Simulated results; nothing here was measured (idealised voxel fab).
process module | voxel trench capacitor
cross-section cut | 165 nm wide | cells 5 nm
A cross-section is a grid of square cells, given in bands from the top down. A band is one or more rows of cells.
Each band's line starts with the height of the band's top and of its bottom, in nm. Then come its materials from left to right, each with its width in nm. One material with "throughout" fills the band from edge to edge. "air" is empty space.
Height 0 is the level under which the wafer as received is all one material. The lowest band goes on downwards, as in "0 down".
A width such as "30 to 40" changes by the same amount from each row of cells to the next, from the band's top row to its bottom row.
"no change" after a step means that no cell of the cross-section changed.
closed voids: empty space of 8 cells or more with no open way to the top, each as width x height at its distance from the left edge, in nm
after a step's settings: what the simulator itself notes on the step
overlay nm, on a step with a mask: how far to the right of its planned place the mask lay; to the left if negative
plan
1 op RECEIVE | material Si
2 op CONFORMAL_DEP | material SiN | thk nm 10
3 op MASKED_ETCH | tone open | mask id TRENCH | width nm 30 | pitch nm 60 | etch materials SiN | depth nm 10 | overlay nm 0
4 op MASKED_ETCH | tone open | mask id TRENCH | width nm 30 | pitch nm 60 | etch materials Si | depth nm 35 | overlay nm 0
5 op CONFORMAL_DEP | material Al2O3 | thk nm 5
6 op CONFORMAL_DEP | material TiN | thk nm 5
7 op FILL_DEP | material W | thk nm 10
8 op CMP | height nm 10
first wafer, as planned
as received, after step 1
  0 down: Si throughout
  closed voids: none
after step 2
  10 to 0: SiN throughout
  below 0: unchanged
after step 3
  10 to 0: SiN 35 | air 30 | SiN 30 | air 30 | SiN 40
  below 0: unchanged
after step 4
  10 to 0: SiN 35 | air 30 | SiN 30 | air 30 | SiN 40
  0 to -35: Si 35 | air 30 | Si 30 | air 30 | Si 40
  below -35: unchanged
after step 5
  15 to 10: Al2O3 40 | air 20 | Al2O3 40 | air 20 | Al2O3 45
  10 to 0: SiN 35 | Al2O3 5 | air 20 | Al2O3 5 | SiN 30 | Al2O3 5 | air 20 | Al2O3 5 | SiN 40
  0 to -30: Si 35 | Al2O3 5 | air 20 | Al2O3 5 | Si 30 | Al2O3 5 | air 20 | Al2O3 5 | Si 40
  -30 to -35: Si 35 | Al2O3 30 | Si 30 | Al2O3 30 | Si 40
  below -35: unchanged
after step 6
  20 to 15: TiN 45 | air 10 | TiN 50 | air 10 | TiN 50
  15 to 10: Al2O3 40 | TiN 5 | air 10 | TiN 5 | Al2O3 40 | TiN 5 | air 10 | TiN 5 | Al2O3 45
  10 to 0: SiN 35 | Al2O3 5 | TiN 5 | air 10 | TiN 5 | Al2O3 5 | SiN 30 | Al2O3 5 | TiN 5 | air 10 | TiN 5 | Al2O3 5 | SiN 40
  0 to -25: Si 35 | Al2O3 5 | TiN 5 | air 10 | TiN 5 | Al2O3 5 | Si 30 | Al2O3 5 | TiN 5 | air 10 | TiN 5 | Al2O3 5 | Si 40
  -25 to -30: Si 35 | Al2O3 5 | TiN 20 | Al2O3 5 | Si 30 | Al2O3 5 | TiN 20 | Al2O3 5 | Si 40
  below -30: unchanged
after step 7
  30 to 20: W throughout
  20 to 15: TiN 45 | W 10 | TiN 50 | W 10 | TiN 50
  15 to 10: Al2O3 40 | TiN 5 | W 10 | TiN 5 | Al2O3 40 | TiN 5 | W 10 | TiN 5 | Al2O3 45
  10 to 0: SiN 35 | Al2O3 5 | TiN 5 | W 10 | TiN 5 | Al2O3 5 | SiN 30 | Al2O3 5 | TiN 5 | W 10 | TiN 5 | Al2O3 5 | SiN 40
  0 to -25: Si 35 | Al2O3 5 | TiN 5 | W 10 | TiN 5 | Al2O3 5 | Si 30 | Al2O3 5 | TiN 5 | W 10 | TiN 5 | Al2O3 5 | Si 40
  below -25: unchanged
after step 8
  10 to 0: SiN 35 | Al2O3 5 | TiN 5 | W 10 | TiN 5 | Al2O3 5 | SiN 30 | Al2O3 5 | TiN 5 | W 10 | TiN 5 | Al2O3 5 | SiN 40
  below 0: unchanged
second wafer: like start, like plan, one mistake. Through step 4 it matches the first wafer
when step 5 should have ended
  15 to 10: TiN 40 | air 20 | TiN 40 | air 20 | TiN 45
  10 to 0: SiN 35 | TiN 5 | air 20 | TiN 5 | SiN 30 | TiN 5 | air 20 | TiN 5 | SiN 40
  0 to -30: Si 35 | TiN 5 | air 20 | TiN 5 | Si 30 | TiN 5 | air 20 | TiN 5 | Si 40
  -30 to -35: Si 35 | TiN 30 | Si 30 | TiN 30 | Si 40
  below -35: unchanged
when step 6 should have ended
  20 to 15: Al2O3 45 | air 10 | Al2O3 50 | air 10 | Al2O3 50
  15 to 10: TiN 40 | Al2O3 5 | air 10 | Al2O3 5 | TiN 40 | Al2O3 5 | air 10 | Al2O3 5 | TiN 45
  10 to 0: SiN 35 | TiN 5 | Al2O3 5 | air 10 | Al2O3 5 | TiN 5 | SiN 30 | TiN 5 | Al2O3 5 | air 10 | Al2O3 5 | TiN 5 | SiN 40
  0 to -25: Si 35 | TiN 5 | Al2O3 5 | air 10 | Al2O3 5 | TiN 5 | Si 30 | TiN 5 | Al2O3 5 | air 10 | Al2O3 5 | TiN 5 | Si 40
  -25 to -30: Si 35 | TiN 5 | Al2O3 20 | TiN 5 | Si 30 | TiN 5 | Al2O3 20 | TiN 5 | Si 40
  below -30: unchanged
when step 7 should have ended
  30 to 20: W throughout
  20 to 15: Al2O3 45 | W 10 | Al2O3 50 | W 10 | Al2O3 50
  15 to 10: TiN 40 | Al2O3 5 | W 10 | Al2O3 5 | TiN 40 | Al2O3 5 | W 10 | Al2O3 5 | TiN 45
  10 to 0: SiN 35 | TiN 5 | Al2O3 5 | W 10 | Al2O3 5 | TiN 5 | SiN 30 | TiN 5 | Al2O3 5 | W 10 | Al2O3 5 | TiN 5 | SiN 40
  0 to -25: Si 35 | TiN 5 | Al2O3 5 | W 10 | Al2O3 5 | TiN 5 | Si 30 | TiN 5 | Al2O3 5 | W 10 | Al2O3 5 | TiN 5 | Si 40
  below -25: unchanged
when step 8 should have ended
  10 to 0: SiN 35 | TiN 5 | Al2O3 5 | W 10 | Al2O3 5 | TiN 5 | SiN 30 | TiN 5 | Al2O3 5 | W 10 | Al2O3 5 | TiN 5 | SiN 40
  below 0: unchanged
what went wrong: steps 5 and 6 were swapped
at the end the second wafer has, in cells: 8 fewer of Al2O3 | 8 more of TiN
